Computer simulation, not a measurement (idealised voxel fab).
Process module name: voxel air gaps
Square cells of 5 nm make up the cross-section cut, whose width is 210 nm.
A cross-section is a grid of square cells, given in bands from the top down. A band is one or more rows of cells.
Read a band's entry like this: the first values are the height of its top and the height of its bottom in nm, and what follows is the sequence of materials from left to right, each with its width in nm. Note that "empty" is empty space, and that a single material marked "full width" reaches across the band from edge to edge.
For the purposes of this specification, 0 denotes the height below which the wafer in its as-received condition is composed wholly of one material, and the lowermost band, lacking a lower limit, extends downward without end, as expressed in "from 0 down".
A width such as "30..40" changes by the same amount from each row of cells to the next, from the band's top row to its bottom row.
No cell of the cross-section changed in a step that is given as "no modification".
This entry, "Closed void list", enumerates those empty regions of no fewer than 8 cells that possess no open connection to the top. Each region is reported in the form width x height at distance, the distance being taken from the left edge, with all three quantities expressed in nm.
Where a step's line continues beyond its settings, the continuation is a remark by the simulator itself on that step.
overlay nm: where the mask lay relative to plan, measured to the right, on steps with a mask; negatives go left.
# Process steps foreseen in the plan
step 1: op RECEIVE | material Si
step 2: op CONFORMAL_DEP | material SiO2 | thk nm 10
step 3: op CONFORMAL_DEP | material SiCN | thk nm 5
step 4: op DIRECTIONAL_DEP | material SiO2 | thk nm 35
step 5: op PATTERN | tone open | mask id LINES | material resist | width nm 15 | pitch nm 40 | thk nm 15 | overlay nm 0
step 6: op DIRECTIONAL_ETCH | etch materials SiO2 | depth nm 35
step 7: op STRIP | etch materials resist
step 8: op CONFORMAL_DEP | material TiN | thk nm 5
step 9: op FILL_DEP | material Cu | thk nm 10
step 10: op CMP | height nm 50
step 11: op EPI | material Ru | thk nm 10
step 12: op SELECTIVE_ETCH | etch materials SiO2 | depth nm 45
step 13: op CONFORMAL_DEP | material SiCN | thk nm 5
# As-received state of the wafer in cross-section, equivalent to post-step 1
	from 0 down | Si full width
	Closed void list: none
# First of two wafers at the end of the module, shown in cross-section; run carried out as planned
	from 65 to 60 | 40 empty, 125 SiCN, 45 empty
	from 60 to 50 | 40 empty, 5 SiCN, 35 Ru, 5 SiCN, 35 Ru, 5 SiCN, 35 Ru, 5 SiCN, 45 empty
	from 50 to 45 | 40 empty, 15 SiCN, 5 TiN, 5 Cu, 5 TiN, 25 SiCN, 5 TiN, 5 Cu, 5 TiN, 25 SiCN, 5 TiN, 5 Cu, 5 TiN, 15 SiCN, 45 empty
	from 45 to 20 | 50 empty, 5 SiCN, 5 TiN, 5 Cu, 5 TiN, 5 SiCN, 15 empty, 5 SiCN, 5 TiN, 5 Cu, 5 TiN, 5 SiCN, 15 empty, 5 SiCN, 5 TiN, 5 Cu, 5 TiN, 5 SiCN, 55 empty
	from 20 to 15 | 55 SiCN, 15 TiN, 25 SiCN, 15 TiN, 25 SiCN, 15 TiN, 60 SiCN
	from 15 to 10 | SiCN full width
	from 10 to 0 | SiO2 full width
	from 0 down | Si full width
	Closed void list: 15 x 25 at 75; 15 x 25 at 115
# Cross-section, wafer two of two, end of module: same start and plan as wafer one, one error in execution
	from 65 to 60 | 40 empty, 125 SiCN, 45 empty
	from 60 to 50 | 40 empty, 5 SiCN, 35 Ru, 5 SiCN, 35 Ru, 5 SiCN, 35 Ru, 5 SiCN, 45 empty
	from 50 to 45 | 40 empty, 15 SiCN, 5 TiN, 5 Ru, 5 TiN, 25 SiCN, 5 TiN, 5 Ru, 5 TiN, 25 SiCN, 5 TiN, 5 Ru, 5 TiN, 15 SiCN, 45 empty
	from 45 to 20 | 50 empty, 5 SiCN, 5 TiN, 5 Ru, 5 TiN, 5 SiCN, 15 empty, 5 SiCN, 5 TiN, 5 Ru, 5 TiN, 5 SiCN, 15 empty, 5 SiCN, 5 TiN, 5 Ru, 5 TiN, 5 SiCN, 55 empty
	from 20 to 15 | 55 SiCN, 15 TiN, 25 SiCN, 15 TiN, 25 SiCN, 15 TiN, 60 SiCN
	from 15 to 10 | SiCN full width
	from 10 to 0 | SiO2 full width
	from 0 down | Si full width
	Closed void list: 15 x 25 at 75; 15 x 25 at 115
Which mistake was made when the wafer was run? so step 9 ended up running with a different setting than we planned, it ran as op FILL_DEP | material Ru | thk nm 10
The final cell counts differ between the wafers, with the second having more or fewer of some materials than the first: Cu -18 | Ru +18
